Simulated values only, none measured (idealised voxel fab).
The following is a process module called voxel transistor to metal.
For reference, the cross-section in this document is cut, with width 290 nm and square cells of 5 nm.
Cross-section spec: square-cell grid; bands listed top down; each band is one or more rows. Top, bottom (nm), then materials left to right with widths (nm); lone material tagged "throughout" fills the whole band edge to edge; "blank" = empty space. Heights are reckoned from 0. Under this level, the received wafer is all of one material. The bottommost band is open-ended downward, for example "z 0 and below". Graded width ("30->40"): value in top row of band = first number; value in bottom row = second number; row-to-row change constant. For the purposes of this document, the phrase "no alterations made" attached to a step denotes that no cell within the cross-section was modified by that step. So "Cavities, sealed" is basically the list of trapped voids: any empty space of 8 cells or more that can't reach the top through an opening. They're written width x height at distance, the distance being from the left edge, and it's all nm. On each step's line, the part that comes after the settings is the simulator's own comment on the step. overlay nm: step with mask; distance mask lay right of planned place; negative value = left of planned place. In what follows, pairs of cross-sections are presented, each taken before and after one process step, with the after cross-section shown only down to the lowest band that was altered; the step, together with its settings, is stated below the pair. The pairs may stem from different runs of this module on the same starting wafer; accordingly, a pair should be taken as continuing from the one above it solely where its entry headed "Incoming profile" indicates as much.

-- Incoming profile
* z 20 to 10 = blank (25); aC (110); blank (15); aC (110); blank (30)
* z 10 to 0 = blank (25); SiN (110); blank (15); SiN (110); blank (30)
* z 0 to -5 = SiO2 throughout
* z -5 and below = Si throughout
* Cavities, sealed: none

-- Post-Process Section
* z 20 to 10 = blank (25); aC (110); blank (15); aC (110); blank (30)
* z 10 to 0 = blank (25); SiN (110); blank (15); SiN (110); blank (30)
* z 0 to -5 = blank (25); SiO2 (110); blank (15); SiO2 (110); blank (30)
* Under the height -5 nothing was changed.
* Cavities, sealed: none
The cross-sections above show the structure before and after this step: DIRECTIONAL_ETCH (etch materials SiO2; depth nm 5)

Incoming profile: Reference is made to the cross-section shown after the step in the pair directly above, which represents the state prior to this step.

-- Post-Process Section
* z 20 to 10 = blank (25); aC (110); blank (15); aC (110); blank (30)
* z 10 to 0 = blank (25); SiN (110); blank (15); SiN (110); blank (30)
* z 0 to -5 = blank (25); SiO2 (110); blank (15); SiO2 (110); blank (30)
* z -5 to -25 = blank (25); Si (110); blank (15); Si (110); blank (30)
* Under the height -25 nothing was changed.
* Cavities, sealed: none
The cross-sections above show the structure before and after this step: DIRECTIONAL_ETCH (etch materials Si; depth nm 20)

Incoming profile: Reference is made to the cross-section shown after the step in the pair directly above, which represents the state prior to this step.

-- Post-Process Section
* z 10 to 0 = blank (25); SiN (110); blank (15); SiN (110); blank (30)
* Under the height 0 nothing was changed.
* Cavities, sealed: none
The cross-sections above show the structure before and after this step: STRIP (etch materials aC)

Incoming profile: Reference is made to the cross-section shown after the step in the pair directly above, which represents the state prior to this step.

-- Post-Process Section
* z 10 to 0 = blank (25); SiN (110); blank (15); SiN (110); blank (30)
* z 0 to -5 = blank (25); SiO2 (110); blank (15); SiO2 (110); blank (30)
* z -5 to -25 = blank (25); SiO2 (5); Si (100); SiO2 (5); blank (15); SiO2 (5); Si (100); SiO2 (5); blank (30)
* z -25 to -30 = SiO2 (30); Si (100); SiO2 (25); Si (100); SiO2 (35)
* Under the height -30 nothing was changed.
* Cavities, sealed: none
The cross-sections above show the structure before and after this step: OXIDIZE (depth nm 5)

Incoming profile: Reference is made to the cross-section shown after the step in the pair directly above, which represents the state prior to this step.

-- Post-Process Section
* z 15 to 10 = SiO2 throughout
* z 10 to 0 = SiO2 (25); SiN (110); SiO2 (15); SiN (110); SiO2 (30)
* z 0 to -5 = SiO2 throughout
* z -5 to -30 = SiO2 (30); Si (100); SiO2 (25); Si (100); SiO2 (35)
* Under the height -30 nothing was changed.
* Cavities, sealed: none
The cross-sections above show the structure before and after this step: FILL_DEP (material SiO2; thk nm 5)

Incoming profile: Reference is made to the cross-section shown after the step in the pair directly above, which represents the state prior to this step.

-- Post-Process Section
* z 10 to 0 = SiO2 (25); SiN (110); SiO2 (15); SiN (110); SiO2 (30)
* Under the height 0 nothing was changed.
* Cavities, sealed: none
The cross-sections above show the structure before and after this step: CMP (height nm 10)

Incoming profile: Reference is made to the cross-section shown after the step in the pair directly above, which represents the state prior to this step.

-- Post-Process Section
* z 10 to 5 = blank (25); SiN (110); blank (15); SiN (110); blank (30)
* Under the height 5 nothing was changed.
* Cavities, sealed: none
The cross-sections above show the structure before and after this step: SELECTIVE_ETCH (etch materials SiO2; depth nm 5)

Incoming profile: Reference is made to the cross-section shown after the step in the pair directly above, which represents the state prior to this step.

-- Post-Process Section
* z 5 to 0 = SiO2 (25); blank (110); SiO2 (15); blank (110); SiO2 (30)
* Under the height 0 nothing was changed.
* Cavities, sealed: none
The cross-sections above show the structure before and after this step: STRIP (etch materials SiN)

Incoming profile: Reference is made to the cross-section shown after the step in the pair directly above, which represents the state prior to this step.

-- Post-Process Section
* z 0 to -5 = SiO2 (20); blank (120); SiO2 (5); blank (120); SiO2 (25)
* Under the height -5 nothing was changed.
* Cavities, sealed: none
The cross-sections above show the structure before and after this step: SELECTIVE_ETCH (etch materials SiO2; depth nm 5)

Incoming profile: Reference is made to the cross-section shown after the step in the pair directly above, which represents the state prior to this step.

-- Post-Process Section
* z 0 to -5 = SiO2 (20); blank (120); SiO2 (5); blank (120); SiO2 (25)
* z -5 to -10 = SiO2 throughout
* Under the height -10 nothing was changed.
* Cavities, sealed: none
The cross-sections above show the structure before and after this step: OXIDIZE (depth nm 5)

Incoming profile: Reference is made to the cross-section shown after the step in the pair directly above, which represents the state prior to this step.

-- Post-Process Section
* z 30 to 25 = polySi (20); blank (120); polySi (5); blank (120); polySi (25)
* z 25 to 0 = polySi throughout
* z 0 to -5 = SiO2 (20); polySi (120); SiO2 (5); polySi (120); SiO2 (25)
* Under the height -5 nothing was changed.
* Cavities, sealed: none
The cross-sections above show the structure before and after this step: DIRECTIONAL_DEP (material polySi; thk nm 30)

Incoming profile: Reference is made to the cross-section shown after the step in the pair directly above, which represents the state prior to this step.

-- Post-Process Section
* z 40 to 35 = SiCN (20); blank (120); SiCN (5); blank (120); SiCN (25)
* z 35 to 30 = SiCN throughout
* z 30 to 25 = polySi (20); SiCN (120); polySi (5); SiCN (120); polySi (25)
* Under the height 25 nothing was changed.
* Cavities, sealed: none
The cross-sections above show the structure before and after this step: DIRECTIONAL_DEP (material SiCN; thk nm 10)

Incoming profile: Reference is made to the cross-section shown after the step in the pair directly above, which represents the state prior to this step.

-- Post-Process Section
* z 35 to 30 = blank (65); SiCN (30); blank (95); SiCN (30); blank (70)
* z 30 to 25 = polySi (20); blank (45); SiCN (30); blank (45); polySi (5); blank (45); SiCN (30); blank (45); polySi (25)
* Under the height 25 nothing was changed.
* Cavities, sealed: none
The cross-sections above show the structure before and after this step: MASKED_ETCH (tone cover; mask id GATE; width nm 30; pitch nm 125; etch materials SiCN; depth nm 20; overlay nm 0)

Incoming profile: Reference is made to the cross-section shown after the step in the pair directly above, which represents the state prior to this step.

-- Post-Process Section
* z 35 to 25 = blank (65); SiCN (30); blank (95); SiCN (30); blank (70)
* z 25 to 0 = blank (65); polySi (30); blank (95); polySi (30); blank (70)
* z 0 to -5 = SiO2 (20); blank (45); polySi (30); blank (45); SiO2 (5); blank (45); polySi (30); blank (45); SiO2 (25)
* Under the height -5 nothing was changed.
* Cavities, sealed: none
The cross-sections above show the structure before and after this step: MASKED_ETCH (tone cover; mask id GATE; width nm 30; pitch nm 125; etch materials polySi; depth nm 40; overlay nm 0)

Incoming profile: Reference is made to the cross-section shown after the step in the pair directly above, which represents the state prior to this step.

-- Post-Process Section
* z 40 to 35 = blank (60); SiN (40); blank (85); SiN (40); blank (65)
* z 35 to 25 = blank (60); SiN (5); SiCN (30); SiN (5); blank (85); SiN (5); SiCN (30); SiN (5); blank (65)
* z 25 to 5 = blank (60); SiN (5); polySi (30); SiN (5); blank (85); SiN (5); polySi (30); SiN (5); blank (65)
* z 5 to 0 = SiN (25); blank (35); SiN (5); polySi (30); SiN (5); blank (35); SiN (15); blank (35); SiN (5); polySi (30); SiN (5); blank (35); SiN (30)
* z 0 to -5 = SiO2 (20); SiN (45); polySi (30); SiN (45); SiO2 (5); SiN (45); polySi (30); SiN (45); SiO2 (25)
* Under the height -5 nothing was changed.
* Cavities, sealed: none
The cross-sections above show the structure before and after this step: CONFORMAL_DEP (material SiN; thk nm 5)

Incoming profile: Reference is made to the cross-section shown after the step in the pair directly above, which represents the state prior to this step.

-- Post-Process Section
* z 35 to 25 = blank (60); SiN (5); SiCN (30); SiN (5); blank (85); SiN (5); SiCN (30); SiN (5); blank (65)
* z 25 to 0 = blank (60); SiN (5); polySi (30); SiN (5); blank (85); SiN (5); polySi (30); SiN (5); blank (65)
* z 0 to -5 = SiO2 (20); SiN (5); blank (35); SiN (5); polySi (30); SiN (5); blank (35); SiN (5); SiO2 (5); SiN (5); blank (35); SiN (5); polySi (30); SiN (5); blank (35); SiN (5); SiO2 (25)
* Under the height -5 nothing was changed.
* Cavities, sealed: none
The cross-sections above show the structure before and after this step: DIRECTIONAL_ETCH (etch materials SiN; depth nm 5)

Incoming profile: Reference is made to the cross-section shown after the step in the pair directly above, which represents the state prior to this step.

-- Post-Process Section
* z 35 to 25 = blank (60); SiN (5); SiCN (30); SiN (5); blank (85); SiN (5); SiCN (30); SiN (5); blank (65)
* z 25 to 0 = blank (60); SiN (5); polySi (30); SiN (5); blank (85); SiN (5); polySi (30); SiN (5); blank (65)
* z 0 to -5 = blank (20); SiN (5); blank (35); SiN (5); polySi (30); SiN (5); blank (35); SiN (5); blank (5); SiN (5); blank (35); SiN (5); polySi (30); SiN (5); blank (35); SiN (5); blank (25)
* z -5 to -10 = SiO2 (25); blank (35); SiO2 (40); blank (35); SiO2 (15); blank (35); SiO2 (40); blank (35); SiO2 (30)
* Under the height -10 nothing was changed.
* Cavities, sealed: none
The cross-sections above show the structure before and after this step: DIRECTIONAL_ETCH (etch materials SiO2; depth nm 5)

Incoming profile: Reference is made to the cross-section shown after the step in the pair directly above, which represents the state prior to this step.

-- Post-Process Section
* z 35 to 25 = blank (60); SiN (5); SiCN (30); SiN (5); blank (85); SiN (5); SiCN (30); SiN (5); blank (65)
* z 25 to 0 = blank (60); SiN (5); polySi (30); SiN (5); blank (85); SiN (5); polySi (30); SiN (5); blank (65)
* z 0 to -5 = blank (20); SiN (5); blank (35); SiN (5); polySi (30); SiN (5); blank (35); SiN (5); blank (5); SiN (5); blank (35); SiN (5); polySi (30); SiN (5); blank (35); SiN (5); blank (25)
* z -5 to -10 = SiO2 (25); blank (35); SiO2 (40); blank (35); SiO2 (15); blank (35); SiO2 (40); blank (35); SiO2 (30)
* z -10 to -20 = SiO2 (30); blank (30); Si (40); blank (30); SiO2 (25); blank (30); Si (40); blank (30); SiO2 (35)
* Under the height -20 nothing was changed.
* Cavities, sealed: none
The cross-sections above show the structure before and after this step: DIRECTIONAL_ETCH (etch materials Si; depth nm 10)

Incoming profile: Reference is made to the cross-section shown after the step in the pair directly above, which represents the state prior to this step.

-- Post-Process Section
* z 35 to 25 = blank (60); SiN (5); SiCN (30); SiN (5); blank (85); SiN (5); SiCN (30); SiN (5); blank (65)
* z 25 to 0 = blank (60); SiN (5); polySi (30); SiN (5); blank (85); SiN (5); polySi (30); SiN (5); blank (65)
* z 0 to -5 = blank (20); SiN (5); blank (25); SiGe (10); SiN (5); polySi (30); SiN (5); SiGe (10); blank (25); SiN (5); blank (5); SiN (5); blank (25); SiGe (10); SiN (5); polySi (30); SiN (5); SiGe (10); blank (25); SiN (5); blank (25)
* z -5 to -10 = SiO2 (25); blank (25); SiGe (10); SiO2 (40); SiGe (10); blank (25); SiO2 (15); blank (25); SiGe (10); SiO2 (40); SiGe (10); blank (25); SiO2 (30)
* z -10 to -20 = SiO2 (30); SiGe (30); Si (40); SiGe (30); SiO2 (25); SiGe (30); Si (40); SiGe (30); SiO2 (35)
* Under the height -20 nothing was changed.
* Cavities, sealed: none
The cross-sections above show the structure before and after this step: EPI (material SiGe; thk nm 10)

Incoming profile: Reference is made to the cross-section shown after the step in the pair directly above, which represents the state prior to this step.

-- Post-Process Section
* z 40 to 35 = SiO2 throughout
* z 35 to 25 = SiO2 (60); SiN (5); SiCN (30); SiN (5); SiO2 (85); SiN (5); SiCN (30); SiN (5); SiO2 (65)
* z 25 to 0 = SiO2 (60); SiN (5); polySi (30); SiN (5); SiO2 (85); SiN (5); polySi (30); SiN (5); SiO2 (65)
* z 0 to -5 = SiO2 (20); SiN (5); SiO2 (25); SiGe (10); SiN (5); polySi (30); SiN (5); SiGe (10); SiO2 (25); SiN (5); SiO2 (5); SiN (5); SiO2 (25); SiGe (10); SiN (5); polySi (30); SiN (5); SiGe (10); SiO2 (25); SiN (5); SiO2 (25)
* z -5 to -10 = SiO2 (50); SiGe (10); SiO2 (40); SiGe (10); SiO2 (65); SiGe (10); SiO2 (40); SiGe (10); SiO2 (55)
* Under the height -10 nothing was changed.
* Cavities, sealed: none
The cross-sections above show the structure before and after this step: FILL_DEP (material SiO2; thk nm 5)

Incoming profile: Reference is made to the cross-section shown after the step in the pair directly above, which represents the state prior to this step.

-- Post-Process Section
* z 25 to 0 = SiO2 (60); SiN (5); polySi (30); SiN (5); SiO2 (85); SiN (5); polySi (30); SiN (5); SiO2 (65)
* Under the height 0 nothing was changed.
* Cavities, sealed: none
The cross-sections above show the structure before and after this step: CMP (height nm 25)

Incoming profile: Reference is made to the cross-section shown after the step in the pair directly above, which represents the state prior to this step.

-- Post-Process Section
* z 25 to 0 = SiO2 (60); SiN (5); blank (30); SiN (5); SiO2 (85); SiN (5); blank (30); SiN (5); SiO2 (65)
* z 0 to -5 = SiO2 (20); SiN (5); SiO2 (25); SiGe (10); SiN (5); blank (30); SiN (5); SiGe (10); SiO2 (25); SiN (5); SiO2 (5); SiN (5); SiO2 (25); SiGe (10); SiN (5); blank (30); SiN (5); SiGe (10); SiO2 (25); SiN (5); SiO2 (25)
* Under the height -5 nothing was changed.
* Cavities, sealed: none
The cross-sections above show the structure before and after this step: STRIP (etch materials polySi)

Incoming profile: Reference is made to the cross-section shown after the step in the pair directly above, which represents the state prior to this step.

-- Post-Process Section
* z 25 to 20 = blank (60); SiN (5); blank (30); SiN (5); blank (85); SiN (5); blank (30); SiN (5); blank (65)
* z 20 to 0 = SiO2 (60); SiN (5); blank (30); SiN (5); SiO2 (85); SiN (5); blank (30); SiN (5); SiO2 (65)
* z 0 to -5 = SiO2 (20); SiN (5); SiO2 (25); SiGe (10); SiN (5); blank (30); SiN (5); SiGe (10); SiO2 (25); SiN (5); SiO2 (5); SiN (5); SiO2 (25); SiGe (10); SiN (5); blank (30); SiN (5); SiGe (10); SiO2 (25); SiN (5); SiO2 (25)
* z -5 to -10 = SiO2 (50); SiGe (10); blank (40); SiGe (10); SiO2 (65); SiGe (10); blank (40); SiGe (10); SiO2 (55)
* Under the height -10 nothing was changed.
* Cavities, sealed: none
The cross-sections above show the structure before and after this step: SELECTIVE_ETCH (etch materials SiO2; depth nm 5)

Incoming profile: Reference is made to the cross-section shown after the step in the pair directly above, which represents the state prior to this step.

-- Post-Process Section
* z 30 to 25 = blank (55); HfO2 (15); blank (20); HfO2 (15); blank (75); HfO2 (15); blank (20); HfO2 (15); blank (60)
* z 25 to 20 = HfO2 (60); SiN (5); HfO2 (5); blank (20); HfO2 (5); SiN (5); HfO2 (85); SiN (5); HfO2 (5); blank (20); HfO2 (5); SiN (5); HfO2 (65)
* z 20 to 0 = SiO2 (60); SiN (5); HfO2 (5); blank (20); HfO2 (5); SiN (5); SiO2 (85); SiN (5); HfO2 (5); blank (20); HfO2 (5); SiN (5); SiO2 (65)
* z 0 to -5 = SiO2 (20); SiN (5); SiO2 (25); SiGe (10); SiN (5); HfO2 (5); blank (20); HfO2 (5); SiN (5); SiGe (10); SiO2 (25); SiN (5); SiO2 (5); SiN (5); SiO2 (25); SiGe (10); SiN (5); HfO2 (5); blank (20); HfO2 (5); SiN (5); SiGe (10); SiO2 (25); SiN (5); SiO2 (25)
* z -5 to -10 = SiO2 (50); SiGe (10); HfO2 (40); SiGe (10); SiO2 (65); SiGe (10); HfO2 (40); SiGe (10); SiO2 (55)
* Under the height -10 nothing was changed.
* Cavities, sealed: none
The cross-sections above show the structure before and after this step: CONFORMAL_DEP (material HfO2; thk nm 5)

Incoming profile: Reference is made to the cross-section shown after the step in the pair directly above, which represents the state prior to this step.

-- Post-Process Section
* z 35 to 30 = blank (50); TiN (25); blank (10); TiN (25); blank (65); TiN (25); blank (10); TiN (25); blank (55)
* z 30 to 25 = TiN (55); HfO2 (15); TiN (5); blank (10); TiN (5); HfO2 (15); TiN (75); HfO2 (15); TiN (5); blank (10); TiN (5); HfO2 (15); TiN (60)
* z 25 to 20 = HfO2 (60); SiN (5); HfO2 (5); TiN (5); blank (10); TiN (5); HfO2 (5); SiN (5); HfO2 (85); SiN (5); HfO2 (5); TiN (5); blank (10); TiN (5); HfO2 (5); SiN (5); HfO2 (65)
* z 20 to 0 = SiO2 (60); SiN (5); HfO2 (5); TiN (5); blank (10); TiN (5); HfO2 (5); SiN (5); SiO2 (85); SiN (5); HfO2 (5); TiN (5); blank (10); TiN (5); HfO2 (5); SiN (5); SiO2 (65)
* z 0 to -5 = SiO2 (20); SiN (5); SiO2 (25); SiGe (10); SiN (5); HfO2 (5); TiN (20); HfO2 (5); SiN (5); SiGe (10); SiO2 (25); SiN (5); SiO2 (5); SiN (5); SiO2 (25); SiGe (10); SiN (5); HfO2 (5); TiN (20); HfO2 (5); SiN (5); SiGe (10); SiO2 (25); SiN (5); SiO2 (25)
* Under the height -5 nothing was changed.
* Cavities, sealed: none
The cross-sections above show the structure before and after this step: CONFORMAL_DEP (material TiN; thk nm 5)

Incoming profile: Reference is made to the cross-section shown after the step in the pair directly above, which represents the state prior to this step.

-- Post-Process Section
* z 40 to 35 = W throughout
* z 35 to 30 = W (50); TiN (25); W (10); TiN (25); W (65); TiN (25); W (10); TiN (25); W (55)
* z 30 to 25 = TiN (55); HfO2 (15); TiN (5); W (10); TiN (5); HfO2 (15); TiN (75); HfO2 (15); TiN (5); W (10); TiN (5); HfO2 (15); TiN (60)
* z 25 to 20 = HfO2 (60); SiN (5); HfO2 (5); TiN (5); W (10); TiN (5); HfO2 (5); SiN (5); HfO2 (85); SiN (5); HfO2 (5); TiN (5); W (10); TiN (5); HfO2 (5); SiN (5); HfO2 (65)
* z 20 to 0 = SiO2 (60); SiN (5); HfO2 (5); TiN (5); W (10); TiN (5); HfO2 (5); SiN (5); SiO2 (85); SiN (5); HfO2 (5); TiN (5); W (10); TiN (5); HfO2 (5); SiN (5); SiO2 (65)
* Under the height 0 nothing was changed.
* Cavities, sealed: none
The cross-sections above show the structure before and after this step: FILL_DEP (material W; thk nm 5)

Incoming profile: Reference is made to the cross-section shown after the step in the pair directly above, which represents the state prior to this step.

-- Post-Process Section
* z 20 to 0 = SiO2 (60); SiN (5); HfO2 (5); TiN (5); W (10); TiN (5); HfO2 (5); SiN (5); SiO2 (85); SiN (5); HfO2 (5); TiN (5); W (10); TiN (5); HfO2 (5); SiN (5); SiO2 (65)
* Under the height 0 nothing was changed.
* Cavities, sealed: none
The cross-sections above show the structure before and after this step: CMP (height nm 20)

Incoming profile: Reference is made to the cross-section shown after the step in the pair directly above, which represents the state prior to this step.

-- Post-Process Section
* z 30 to 20 = SiO2 throughout
* Under the height 20 nothing was changed.
* Cavities, sealed: none
The cross-sections above show the structure before and after this step: DIRECTIONAL_DEP (material SiO2; thk nm 10)

Incoming profile: Reference is made to the cross-section shown after the step in the pair directly above, which represents the state prior to this step.

-- Post-Process Section
* z 45 to 30 = aC throughout
* Under the height 30 nothing was changed.
* Cavities, sealed: none
The cross-sections above show the structure before and after this step: DIRECTIONAL_DEP (material aC; thk nm 15)

Incoming profile: Reference is made to the cross-section shown after the step in the pair directly above, which represents the state prior to this step.

-- Post-Process Section
* z 75 to 45 = resist (35); blank (15); resist (60); blank (15); resist (35); blank (15); resist (60); blank (15); resist (40)
* Under the height 45 nothing was changed.
* Cavities, sealed: none
The cross-sections above show the structure before and after this step: PATTERN (tone open; mask id CONTACT; material resist; width nm 15; thk nm 30; overlay nm 0)

Incoming profile: Reference is made to the cross-section shown after the step in the pair directly above, which represents the state prior to this step.

-- Post-Process Section
* z 60 to 45 = resist (35); blank (15); resist (60); blank (15); resist (35); blank (15); resist (60); blank (15); resist (40)
* z 45 to 30 = aC (35); blank (15); aC (60); blank (15); aC (35); blank (15); aC (60); blank (15); aC (40)
* Under the height 30 nothing was changed.
* Cavities, sealed: none
The cross-sections above show the structure before and after this step: DIRECTIONAL_ETCH (etch materials aC; depth nm 15)

Incoming profile: Reference is made to the cross-section shown after the step in the pair directly above, which represents the state prior to this step.

-- Post-Process Section
* z 45 to 30 = aC (35); blank (15); aC (60); blank (15); aC (35); blank (15); aC (60); blank (15); aC (40)
* Under the height 30 nothing was changed.
* Cavities, sealed: none
The cross-sections above show the structure before and after this step: STRIP (etch materials resist)

Incoming profile: Reference is made to the cross-section shown after the step in the pair directly above, which represents the state prior to this step.

-- Post-Process Section
* z 45 to 30 = aC (35); blank (15); aC (60); blank (15); aC (35); blank (15); aC (60); blank (15); aC (40)
* z 30 to 20 = SiO2 (35); blank (15); SiO2 (60); blank (15); SiO2 (35); blank (15); SiO2 (60); blank (15); SiO2 (40)
* z 20 to 0 = SiO2 (35); blank (15); SiO2 (10); SiN (5); HfO2 (5); TiN (5); W (10); TiN (5); HfO2 (5); SiN (5); SiO2 (10); blank (15); SiO2 (35); blank (15); SiO2 (10); SiN (5); HfO2 (5); TiN (5); W (10); TiN (5); HfO2 (5); SiN (5); SiO2 (10); blank (15); SiO2 (40)
* z 0 to -5 = SiO2 (20); SiN (5); SiO2 (10); blank (15); SiGe (10); SiN (5); HfO2 (5); TiN (20); HfO2 (5); SiN (5); SiGe (10); blank (15); SiO2 (10); SiN (5); SiO2 (5); SiN (5); SiO2 (10); blank (15); SiGe (10); SiN (5); HfO2 (5); TiN (20); HfO2 (5); SiN (5); SiGe (10); blank (15); SiO2 (10); SiN (5); SiO2 (25)
* z -5 to -10 = SiO2 (35); blank (15); SiGe (10); HfO2 (40); SiGe (10); blank (15); SiO2 (35); blank (15); SiGe (10); HfO2 (40); SiGe (10); blank (15); SiO2 (40)
* Under the height -10 nothing was changed.
* Cavities, sealed: none
The cross-sections above show the structure before and after this step: DIRECTIONAL_ETCH (etch materials SiO2; depth nm 40)

Incoming profile: Reference is made to the cross-section shown after the step in the pair directly above, which represents the state prior to this step.

-- Post-Process Section
* z 30 to 20 = SiO2 (35); blank (15); SiO2 (60); blank (15); SiO2 (35); blank (15); SiO2 (60); blank (15); SiO2 (40)
* Under the height 20 nothing was changed.
* Cavities, sealed: none
The cross-sections above show the structure before and after this step: STRIP (etch materials aC)

Incoming profile: Reference is made to the cross-section shown after the step in the pair directly above, which represents the state prior to this step.

-- Post-Process Section
* z 35 to 30 = TiN (40); blank (5); TiN (70); blank (5); TiN (45); blank (5); TiN (70); blank (5); TiN (45)
* z 30 to 20 = SiO2 (35); TiN (5); blank (5); TiN (5); SiO2 (60); TiN (5); blank (5); TiN (5); SiO2 (35); TiN (5); blank (5); TiN (5); SiO2 (60); TiN (5); blank (5); TiN (5); SiO2 (40)
* z 20 to 0 = SiO2 (35); TiN (5); blank (5); TiN (5); SiO2 (10); SiN (5); HfO2 (5); TiN (5); W (10); TiN (5); HfO2 (5); SiN (5); SiO2 (10); TiN (5); blank (5); TiN (5); SiO2 (35); TiN (5); blank (5); TiN (5); SiO2 (10); SiN (5); HfO2 (5); TiN (5); W (10); TiN (5); HfO2 (5); SiN (5); SiO2 (10); TiN (5); blank (5); TiN (5); SiO2 (40)
* z 0 to -5 = SiO2 (20); SiN (5); SiO2 (10); TiN (5); blank (5); TiN (5); SiGe (10); SiN (5); HfO2 (5); TiN (20); HfO2 (5); SiN (5); SiGe (10); TiN (5); blank (5); TiN (5); SiO2 (10); SiN (5); SiO2 (5); SiN (5); SiO2 (10); TiN (5); blank (5); TiN (5); SiGe (10); SiN (5); HfO2 (5); TiN (20); HfO2 (5); SiN (5); SiGe (10); TiN (5); blank (5); TiN (5); SiO2 (10); SiN (5); SiO2 (25)
* z -5 to -10 = SiO2 (35); TiN (15); SiGe (10); HfO2 (40); SiGe (10); TiN (15); SiO2 (35); TiN (15); SiGe (10); HfO2 (40); SiGe (10); TiN (15); SiO2 (40)
* Under the height -10 nothing was changed.
* Cavities, sealed: none
The cross-sections above show the structure before and after this step: CONFORMAL_DEP (material TiN; thk nm 5)

Incoming profile: Reference is made to the cross-section shown after the step in the pair directly above, which represents the state prior to this step.

-- Post-Process Section
* z 40 to 35 = Ru throughout
* z 35 to 30 = TiN (40); Ru (5); TiN (70); Ru (5); TiN (45); Ru (5); TiN (70); Ru (5); TiN (45)
* z 30 to 20 = SiO2 (35); TiN (5); Ru (5); TiN (5); SiO2 (60); TiN (5); Ru (5); TiN (5); SiO2 (35); TiN (5); Ru (5); TiN (5); SiO2 (60); TiN (5); Ru (5); TiN (5); SiO2 (40)
* z 20 to 0 = SiO2 (35); TiN (5); Ru (5); TiN (5); SiO2 (10); SiN (5); HfO2 (5); TiN (5); W (10); TiN (5); HfO2 (5); SiN (5); SiO2 (10); TiN (5); Ru (5); TiN (5); SiO2 (35); TiN (5); Ru (5); TiN (5); SiO2 (10); SiN (5); HfO2 (5); TiN (5); W (10); TiN (5); HfO2 (5); SiN (5); SiO2 (10); TiN (5); Ru (5); TiN (5); SiO2 (40)
* z 0 to -5 = SiO2 (20); SiN (5); SiO2 (10); TiN (5); Ru (5); TiN (5); SiGe (10); SiN (5); HfO2 (5); TiN (20); HfO2 (5); SiN (5); SiGe (10); TiN (5); Ru (5); TiN (5); SiO2 (10); SiN (5); SiO2 (5); SiN (5); SiO2 (10); TiN (5); Ru (5); TiN (5); SiGe (10); SiN (5); HfO2 (5); TiN (20); HfO2 (5); SiN (5); SiGe (10); TiN (5); Ru (5); TiN (5); SiO2 (10); SiN (5); SiO2 (25)
* Under the height -5 nothing was changed.
* Cavities, sealed: none
The cross-sections above show the structure before and after this step: FILL_DEP (material Ru; thk nm 5)

Incoming profile: Reference is made to the cross-section shown after the step in the pair directly above, which represents the state prior to this step.

-- Post-Process Section
* z 30 to 20 = SiO2 (35); TiN (5); Ru (5); TiN (5); SiO2 (60); TiN (5); Ru (5); TiN (5); SiO2 (35); TiN (5); Ru (5); TiN (5); SiO2 (60); TiN (5); Ru (5); TiN (5); SiO2 (40)
* Under the height 20 nothing was changed.
* Cavities, sealed: none
The cross-sections above show the structure before and after this step: CMP (height nm 30)

Incoming profile: Reference is made to the cross-section shown after the step in the pair directly above, which represents the state prior to this step.

-- Post-Process Section
* z 35 to 30 = SiN throughout
* Under the height 30 nothing was changed.
* Cavities, sealed: none
The cross-sections above show the structure before and after this step: CONFORMAL_DEP (material SiN; thk nm 5)

Incoming profile: Reference is made to the cross-section shown after the step in the pair directly above, which represents the state prior to this step.

-- Post-Process Section
* z 60 to 35 = lowk throughout
* Under the height 35 nothing was changed.
* Cavities, sealed: none
The cross-sections above show the structure before and after this step: DIRECTIONAL_DEP (material lowk; thk nm 25)

Incoming profile: Reference is made to the cross-section shown after the step in the pair directly above, which represents the state prior to this step.

-- Post-Process Section
* z 80 to 60 = resist (35); blank (15); resist (60); blank (15); resist (35); blank (15); resist (60); blank (15); resist (40)
* Under the height 60 nothing was changed.
* Cavities, sealed: none
The cross-sections above show the structure before and after this step: PATTERN (tone open; mask id METAL_1; material resist; width nm 15; thk nm 20; overlay nm 0)

Incoming profile: Reference is made to the cross-section shown after the step in the pair directly above, which represents the state prior to this step.

-- Post-Process Section
* z 80 to 60 = resist (35); blank (15); resist (60); blank (15); resist (35); blank (15); resist (60); blank (15); resist (40)
* z 60 to 35 = lowk (35); blank (15); lowk (60); blank (15); lowk (35); blank (15); lowk (60); blank (15); lowk (40)
* Under the height 35 nothing was changed.
* Cavities, sealed: none
The cross-sections above show the structure before and after this step: DIRECTIONAL_ETCH (etch materials lowk; depth nm 25)

Incoming profile: Reference is made to the cross-section shown after the step in the pair directly above, which represents the state prior to this step.

-- Post-Process Section
* z 80 to 60 = resist (35); blank (15); resist (60); blank (15); resist (35); blank (15); resist (60); blank (15); resist (40)
* z 60 to 35 = lowk (35); blank (15); lowk (60); blank (15); lowk (35); blank (15); lowk (60); blank (15); lowk (40)
* z 35 to 30 = SiN (35); blank (15); SiN (60); blank (15); SiN (35); blank (15); SiN (60); blank (15); SiN (40)
* Under the height 30 nothing was changed.
* Cavities, sealed: none
The cross-sections above show the structure before and after this step: DIRECTIONAL_ETCH (etch materials SiN; depth nm 5)

Incoming profile: Reference is made to the cross-section shown after the step in the pair directly above, which represents the state prior to this step.

-- Post-Process Section
* z 60 to 35 = lowk (35); blank (15); lowk (60); blank (15); lowk (35); blank (15); lowk (60); blank (15); lowk (40)
* Under the height 35 nothing was changed.
* Cavities, sealed: none
The cross-sections above show the structure before and after this step: STRIP (etch materials resist)

Incoming profile: Reference is made to the cross-section shown after the step in the pair directly above, which represents the state prior to this step.

-- Post-Process Section
* z 65 to 60 = TiN (40); blank (5); TiN (70); blank (5); TiN (45); blank (5); TiN (70); blank (5); TiN (45)
* z 60 to 35 = lowk (35); TiN (5); blank (5); TiN (5); lowk (60); TiN (5); blank (5); TiN (5); lowk (35); TiN (5); blank (5); TiN (5); lowk (60); TiN (5); blank (5); TiN (5); lowk (40)
* z 35 to 30 = SiN (35); TiN (15); SiN (60); TiN (15); SiN (35); TiN (15); SiN (60); TiN (15); SiN (40)
* Under the height 30 nothing was changed.
* Cavities, sealed: none
The cross-sections above show the structure before and after this step: CONFORMAL_DEP (material TiN; thk nm 5)
